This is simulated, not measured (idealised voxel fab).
process module | voxel gate over fins
cross-section cut | 280 nm wide | cells 5 nm
A cross-section is a grid of square cells, given in bands from the top down. A band is one or more rows of cells.
Each band's line starts with the height of the band's top and of its bottom, in nm. Then come its materials from left to right, each with its width in nm. One material with "throughout" fills the band from edge to edge. "air" is empty space.
Height 0 is the level under which the wafer as received is all one material. The lowest band goes on downwards, as in "0 down".
A width such as "30 to 40" changes by the same amount from each row of cells to the next, from the band's top row to its bottom row.
"no change" after a step means that no cell of the cross-section changed.
closed voids: empty space of 8 cells or more with no open way to the top, each as width x height at its distance from the left edge, in nm
after a step's settings: what the simulator itself notes on the step
overlay nm, on a step with a mask: how far to the right of its planned place the mask lay; to the left if negative
plan
1 op RECEIVE | material Si
2 op CONFORMAL_DEP | material SiN | thk nm 10
3 op DIRECTIONAL_DEP | material aC | thk nm 10
4 op PATTERN | tone cover | mask id FINS | material resist | width nm 15 | pitch nm 60 | thk nm 25 | overlay nm 0
5 op DIRECTIONAL_ETCH | etch materials aC | depth nm 10
6 op STRIP | etch materials resist
7 op DIRECTIONAL_ETCH | etch materials SiN | depth nm 10
8 op DIRECTIONAL_ETCH | etch materials Si | depth nm 30
9 op STRIP | etch materials aC
10 op OXIDIZE | depth nm 5
11 op FILL_DEP | material SiO2 | thk nm 5
12 op CMP | height nm 10
13 op PATTERN | tone open | mask id RAIL | material resist | width nm 15 | thk nm 20 | overlay nm 0
14 op DIRECTIONAL_ETCH | etch materials SiO2 | depth nm 35
15 op STRIP | etch materials resist
16 op CONFORMAL_DEP | material TiN | thk nm 5
17 op FILL_DEP | material W | thk nm 10
18 op CMP | height nm 10
19 op SELECTIVE_ETCH | etch materials W Ru TiN | depth nm 30
20 op FILL_DEP | material SiO2 | thk nm 5
21 op CMP | height nm 10
22 op SELECTIVE_ETCH | etch materials SiO2 | depth nm 25
23 op STRIP | etch materials SiN
24 op CONFORMAL_DEP | material HfO2 | thk nm 5
25 op CONFORMAL_DEP | material TiN | thk nm 5
26 op FILL_DEP | material W | thk nm 15
27 op CMP | height nm 20
28 op CONFORMAL_DEP | material SiCN | thk nm 10
as received, after step 1
  0 down: Si throughout
  closed voids: none
first wafer at the end, as planned
  30 to 20: SiCN throughout
  20 to 10: W throughout
  10 to 5: W 65 | TiN 25 | W 35 | TiN 25 | W 35 | TiN 25 | W 70
  5 to 0: W 65 | TiN 5 | HfO2 15 | TiN 5 | W 35 | TiN 5 | HfO2 15 | TiN 5 | W 35 | TiN 5 | HfO2 15 | TiN 5 | W 70
  0 to -5: W 65 | TiN 5 | HfO2 5 | Si 5 | HfO2 5 | TiN 5 | W 35 | TiN 5 | HfO2 5 | Si 5 | HfO2 5 | TiN 5 | W 35 | TiN 5 | HfO2 5 | Si 5 | HfO2 5 | TiN 5 | W 70
  -5 to -10: TiN 70 | HfO2 5 | Si 5 | HfO2 5 | TiN 45 | HfO2 5 | Si 5 | HfO2 5 | TiN 45 | HfO2 5 | Si 5 | HfO2 5 | TiN 75
  -10 to -15: HfO2 75 | Si 5 | HfO2 55 | Si 5 | HfO2 55 | Si 5 | HfO2 80
  -15 to -20: SiO2 75 | Si 5 | SiO2 55 | Si 5 | SiO2 55 | Si 5 | SiO2 80
  -20 to -25: SiO2 75 | Si 5 | SiO2 20 | TiN 15 | SiO2 20 | Si 5 | SiO2 55 | Si 5 | SiO2 80
  -25 to -35: SiO2 75 | Si 5 | SiO2 55 | Si 5 | SiO2 55 | Si 5 | SiO2 80
  -35 down: Si throughout
  closed voids: none
second wafer at the end: like start, like plan, one mistake
  30 to 20: SiCN throughout
  20 to 10: W throughout
  10 to 5: W 65 | TiN 25 | W 35 | TiN 25 | W 35 | TiN 25 | W 70
  5 to 0: W 65 | TiN 5 | HfO2 15 | TiN 5 | W 35 | TiN 5 | HfO2 15 | TiN 5 | W 35 | TiN 5 | HfO2 15 | TiN 5 | W 70
  0 to -5: W 65 | TiN 5 | HfO2 5 | Si 5 | HfO2 5 | TiN 5 | W 35 | TiN 5 | HfO2 5 | Si 5 | HfO2 5 | TiN 5 | W 35 | TiN 5 | HfO2 5 | Si 5 | HfO2 5 | TiN 5 | W 70
  -5 to -10: TiN 70 | HfO2 5 | Si 5 | HfO2 5 | TiN 45 | HfO2 5 | Si 5 | HfO2 5 | TiN 45 | HfO2 5 | Si 5 | HfO2 5 | TiN 75
  -10 to -15: HfO2 75 | Si 5 | HfO2 55 | Si 5 | HfO2 55 | Si 5 | HfO2 80
  -15 to -20: SiO2 75 | Si 5 | SiO2 55 | Si 5 | SiO2 55 | Si 5 | SiO2 80
  -20 to -25: SiO2 75 | Si 5 | SiO2 15 | TiN 25 | SiO2 15 | Si 5 | SiO2 55 | Si 5 | SiO2 80
  -25 to -35: SiO2 75 | Si 5 | SiO2 55 | Si 5 | SiO2 55 | Si 5 | SiO2 80
  -35 down: Si throughout
  closed voids: none
what went wrong: step 13 ran as: op PATTERN | tone open | mask id RAIL | material resist | width nm 25 | thk nm 20 | overlay nm 0
at the end the second wafer has, in cells: 2 fewer of SiO2 | 2 more of TiN
